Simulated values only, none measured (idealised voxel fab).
A process module follows: voxel lift off.
The width of the displayed cross-section, cut, is 215 nm; its cells are square, with a size of 5 nm.
A cross-section is written here as square cells arranged in a grid, and it is given in bands from the top down, each band taking up one or more rows of cells.
Band entry format. Leading values: height of top, height of bottom, nm. Remainder: materials in left-to-right order, each with its width in nm. Special words: "everywhere" on a single material, which then fills the band edge to edge; "air", empty space.
Beneath 0, the wafer as received is one material, and that level is where height counting begins. The lowest band goes on downward without a bottom; it is written like "0 -> down".
Width: "30->40" (first number = top row, second number = bottom row, same change from row to row of cells).
You'll sometimes find "nothing different" written for a step, and that's the way of saying that nowhere in the cross-section did a cell change during that step.
The label "Closed void inventory" introduces a list of the empty spaces, 8 cells or larger, that have no open way up to the top; each entry in it reads width x height at distance, where the distance is taken from the left edge and all three are stated in nm.
The remark found on a step's line after its settings is issued by the simulator itself and pertains to that step.
overlay nm: where the mask lay relative to plan, measured to the right, on steps with a mask; negatives go left.
-- Steps planned for the process
1 RECEIVE, material Si
2 CONFORMAL_DEP, material Al2O3, thk nm 10
3 PATTERN, tone open, mask id LINES, material resist, width nm 25, pitch nm 45, thk nm 25, overlay nm 0
4 DIRECTIONAL_DEP, material Ru, thk nm 15
5 STRIP, etch materials resist
6 CONFORMAL_DEP, material SiCN, thk nm 5
-- Cross-section of the incoming wafer, state after step 1
  0 -> down = Si everywhere
  Closed void inventory: none
-- The module was run from the start shown above using the plan shown above, but one mistake was made doing it; the resulting wafer cross-section is below
  30 -> 15 = air 20; SiCN 35; air 10; SiCN 35; air 10; SiCN 35; air 10; SiCN 35; air 25
  15 -> 10 = SiCN everywhere
  10 -> 0 = Al2O3 everywhere
  0 -> down = Si everywhere
  Closed void inventory: none
Against the plan, the run slipped here: step 4 was not run as planned; what actually ran was DIRECTIONAL_DEP, material SiCN, thk nm 15
